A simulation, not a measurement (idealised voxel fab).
Process module name: voxel trench capacitor
Section cut is 240 nm wide and gridded with 5 nm square cells.
Cross-sections here: square-cell grids, written as top-down lists of bands, a band being one or more rows of cells. The entry gives the band's vertical extent as a top height and a bottom height in nm, then its horizontal make-up as materials from left to right, each with a width in nm. "empty" stands for empty space; a single material marked "everywhere" fills the band edge to edge. The reference from which all heights are counted is 0, the level beneath which the as-received wafer is entirely one material; the lowest band, having no lower bound, proceeds downward and is written after the example "0 nm and below". A width such as "30..40" changes by the same amount from each row of cells to the next, from the band's top row to its bottom row. You'll sometimes find "all unchanged" written for a step, and that's the way of saying that nowhere in the cross-section did a cell change during that step. Under "Enclosed internal cavities" you'll find the enclosed gaps, the ones with no way out to the top, that are 8 cells or bigger; each reads width x height at distance, with distance counted from the left edge, everything in nm. Whatever follows a step's settings on its line is a remark the simulator itself makes about that step. "overlay nm" denotes, for a step that has a mask, the displacement of the mask to the right of its planned place, with negative values corresponding to the left.

## Below is the list of planned process steps
step 1: RECEIVE (material Si)
step 2: CONFORMAL_DEP (material SiN; thk nm 5)
step 3: DIRECTIONAL_DEP (material aC; thk nm 15)
step 4: PATTERN (tone open; mask id TRENCH; material resist; width nm 25; pitch nm 50; thk nm 30; overlay nm 0)
step 5: DIRECTIONAL_ETCH (etch materials aC; depth nm 15)
step 6: STRIP (etch materials resist)
step 7: DIRECTIONAL_ETCH (etch materials SiN; depth nm 5)
step 8: DIRECTIONAL_ETCH (etch materials Si; depth nm 25)
step 9: STRIP (etch materials aC)
step 10: CONFORMAL_DEP (material SiO2; thk nm 5)
step 11: FILL_DEP (material polySi; thk nm 10)
step 12: CMP (height nm 5)

## The cross-section here shows the wafer as received, i.e. in its state after step 1
    0 nm and below = Si everywhere
    Enclosed internal cavities: none

## The cross-section shown corresponds to the wafer at the conclusion of the module. The initial structure and the process plan are those presented above; however, one mistake occurred in executing the plan
    5 nm to 0 nm = SiN 60 | SiO2 5 | polySi 10 | SiO2 5 | SiN 30 | SiO2 5 | polySi 10 | SiO2 5 | SiN 30 | SiO2 5 | polySi 10 | SiO2 5 | SiN 60
    0 nm to -20 nm = Si 60 | SiO2 5 | polySi 10 | SiO2 5 | Si 30 | SiO2 5 | polySi 10 | SiO2 5 | Si 30 | SiO2 5 | polySi 10 | SiO2 5 | Si 60
    -20 nm to -25 nm = Si 60 | SiO2 20 | Si 30 | SiO2 20 | Si 30 | SiO2 20 | Si 60
    -25 nm and below = Si everywhere
    Enclosed internal cavities: none
Short version of what went wrong: the process deviated at step 4: the operation and settings actually run there were PATTERN (tone open; mask id TRENCH; material resist; width nm 20; pitch nm 50; thk nm 30; overlay nm 0)
